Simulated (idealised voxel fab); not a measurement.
process module | voxel double patterning
cross-section cut | 265 nm wide | cells 5 nm
A cross-section is a grid of square cells, given in bands from the top down. A band is one or more rows of cells.
Each band's line starts with the height of the band's top and of its bottom, in nm. Then come its materials from left to right, each with its width in nm. One material with "throughout" fills the band from edge to edge. "air" is empty space.
Height 0 is the level under which the wafer as received is all one material. The lowest band goes on downwards, as in "0 down".
A width such as "30 to 40" changes by the same amount from each row of cells to the next, from the band's top row to its bottom row.
"no change" after a step means that no cell of the cross-section changed.
closed voids: empty space of 8 cells or more with no open way to the top, each as width x height at its distance from the left edge, in nm
after a step's settings: what the simulator itself notes on the step
overlay nm, on a step with a mask: how far to the right of its planned place the mask lay; to the left if negative
plan
1 op RECEIVE | material Si
2 op CONFORMAL_DEP | material SiO2 | thk nm 5
3 op DIRECTIONAL_DEP | material TiN | thk nm 15
4 op DIRECTIONAL_DEP | material SiN | thk nm 5
5 op MASKED_ETCH | tone open | mask id FIRST | width nm 15 | pitch nm 50 | etch materials SiN | depth nm 5 | overlay nm -15
6 op PATTERN | tone open | mask id SECOND | material resist | width nm 15 | pitch nm 50 | thk nm 15 | overlay nm 0
7 op DIRECTIONAL_ETCH | etch materials SiN | depth nm 5
8 op STRIP | etch materials resist
9 op DIRECTIONAL_ETCH | etch materials TiN | depth nm 15
10 op STRIP | etch materials SiN
varied across the wafers: overlay nm of step 5. The plan shows the first wafer's value. All wafers start alike
first wafer as received, after step 1
  0 down: Si throughout
  closed voids: none
each wafer at the end: cells of each material gained (+) or lost (-) since it was received, then its closed voids
overlay nm -15 | +53 SiO2 | +120 TiN | closed voids: none
overlay nm -10 | +53 SiO2 | +114 TiN | closed voids: none
overlay nm -5 | +53 SiO2 | +114 TiN | closed voids: none
overlay nm 0 | +53 SiO2 | +114 TiN | closed voids: none
overlay nm 5 | +53 SiO2 | +114 TiN | closed voids: none
overlay nm 10 | +53 SiO2 | +114 TiN | closed voids: none
overlay nm 15 | +53 SiO2 | +120 TiN | closed voids: none
